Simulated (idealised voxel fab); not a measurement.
The name of this process module is voxel double patterning.
Displayed cross-section: cut, width of 150 nm, square cells sized 5 nm.
Notation: cross-section as square-cell grid; stated in bands, top first, going down; one or more cell rows per band. Look at the band entry: it leads with the top's height and the bottom's height in nm. Then it lists the materials left to right, with a width in nm for each. The word "full width" on a single material says that material fills the band edge to edge. The word "blank" is empty space. Note: height 0 marks the level under which the wafer is uniformly one material as received. Lowest band unbounded below, written "0..down". Per-row width for "30..40": begins at first number (top row of band), ends at second number (bottom row), increment between rows held constant. Step marked "remains unaltered"? Then no cell in the cross-section changed in it. Empty spaces counting at least 8 cells and having no open way to the top are listed in "Sealed internal cavities". The notation width x height at distance is used for each, the distance being from the left edge and all three values in nm. It should be noted that, on the line of a given step, the content following the step's settings is a remark produced by the simulator itself with respect to that step. Among the settings permitted on a step's line is "overlay nm"; applied to a step with a mask, it specifies the extent to which the mask lay to the right of its planned position, whereas a negative figure signifies a position to the left.
The process steps that were planned are listed below:
step 1: RECEIVE, material Si
step 2: CONFORMAL_DEP, material SiN, thk nm 5
step 3: DIRECTIONAL_DEP, material SiO2, thk nm 15
step 4: DIRECTIONAL_DEP, material SiCN, thk nm 10
step 5: PATTERN, tone open, mask id FIRST, material resist, width nm 15, pitch nm 50, thk nm 20, overlay nm 0
step 6: DIRECTIONAL_ETCH, etch materials SiCN, depth nm 10
step 7: STRIP, etch materials resist
step 8: MASKED_ETCH, tone open, mask id SECOND, width nm 15, etch materials SiCN, depth nm 10, overlay nm 0
step 9: DIRECTIONAL_ETCH, etch materials SiO2, depth nm 15
step 10: STRIP, etch materials SiCN
First of two wafers: run as planned:
Cross-section of the wafer as it came to us, i.e., already through step 1:
    0..down: Si full width
    Sealed internal cavities: none
You're looking at a cross-section of the wafer after step 2:
    5..0: SiN full width
    Unchanged below 0.
You're looking at a cross-section of the wafer after step 3:
    20..5: SiO2 full width
    Unchanged below 5.
You're looking at a cross-section of the wafer after step 4:
    30..20: SiCN full width
    Unchanged below 20.
You're looking at a cross-section of the wafer after step 5:
    50..30: resist (40) | blank (15) | resist (35) | blank (15) | resist (45)
    Unchanged below 30.
You're looking at a cross-section of the wafer after step 6:
    50..30: resist (40) | blank (15) | resist (35) | blank (15) | resist (45)
    30..20: SiCN (40) | blank (15) | SiCN (35) | blank (15) | SiCN (45)
    Unchanged below 20.
You're looking at a cross-section of the wafer after step 7:
    30..20: SiCN (40) | blank (15) | SiCN (35) | blank (15) | SiCN (45)
    Unchanged below 20.
You're looking at a cross-section of the wafer after step 8:
    30..20: SiCN (40) | blank (15) | SiCN (10) | blank (15) | SiCN (10) | blank (15) | SiCN (45)
    Unchanged below 20.
You're looking at a cross-section of the wafer after step 9:
    30..20: SiCN (40) | blank (15) | SiCN (10) | blank (15) | SiCN (10) | blank (15) | SiCN (45)
    20..5: SiO2 (40) | blank (15) | SiO2 (10) | blank (15) | SiO2 (10) | blank (15) | SiO2 (45)
    Unchanged below 5.
You're looking at a cross-section of the wafer after step 10:
    20..5: SiO2 (40) | blank (15) | SiO2 (10) | blank (15) | SiO2 (10) | blank (15) | SiO2 (45)
    Unchanged below 5.
Second wafer - shared start and plan with the first - one error in running - same as the first up to step 1 inclusive:
Look at the second wafer in cross-section at the time step 2 ought to have finished:
    15..0: SiO2 full width
    Unchanged below 0.
Look at the second wafer in cross-section at the time step 3 ought to have finished:
    20..15: SiN full width
    Unchanged below 15.
Look at the second wafer in cross-section at the time step 4 ought to have finished:
    30..20: SiCN full width
    Unchanged below 20.
Look at the second wafer in cross-section at the time step 5 ought to have finished:
    50..30: resist (40) | blank (15) | resist (35) | blank (15) | resist (45)
    Unchanged below 30.
Look at the second wafer in cross-section at the time step 6 ought to have finished:
    50..30: resist (40) | blank (15) | resist (35) | blank (15) | resist (45)
    30..20: SiCN (40) | blank (15) | SiCN (35) | blank (15) | SiCN (45)
    Unchanged below 20.
Look at the second wafer in cross-section at the time step 7 ought to have finished:
    30..20: SiCN (40) | blank (15) | SiCN (35) | blank (15) | SiCN (45)
    Unchanged below 20.
Look at the second wafer in cross-section at the time step 8 ought to have finished:
    30..20: SiCN (40) | blank (15) | SiCN (10) | blank (15) | SiCN (10) | blank (15) | SiCN (45)
    Unchanged below 20.
Look at the second wafer in cross-section at the time step 9 ought to have finished: remains unaltered
Look at the second wafer in cross-section at the time step 10 ought to have finished:
    20..15: SiN full width
    Unchanged below 15.
Deviation from plan: steps 2 and 3 got flipped, so each one ran where the other should have
Final cells, second wafer relative to first, materials higher or lower: +27 SiO2
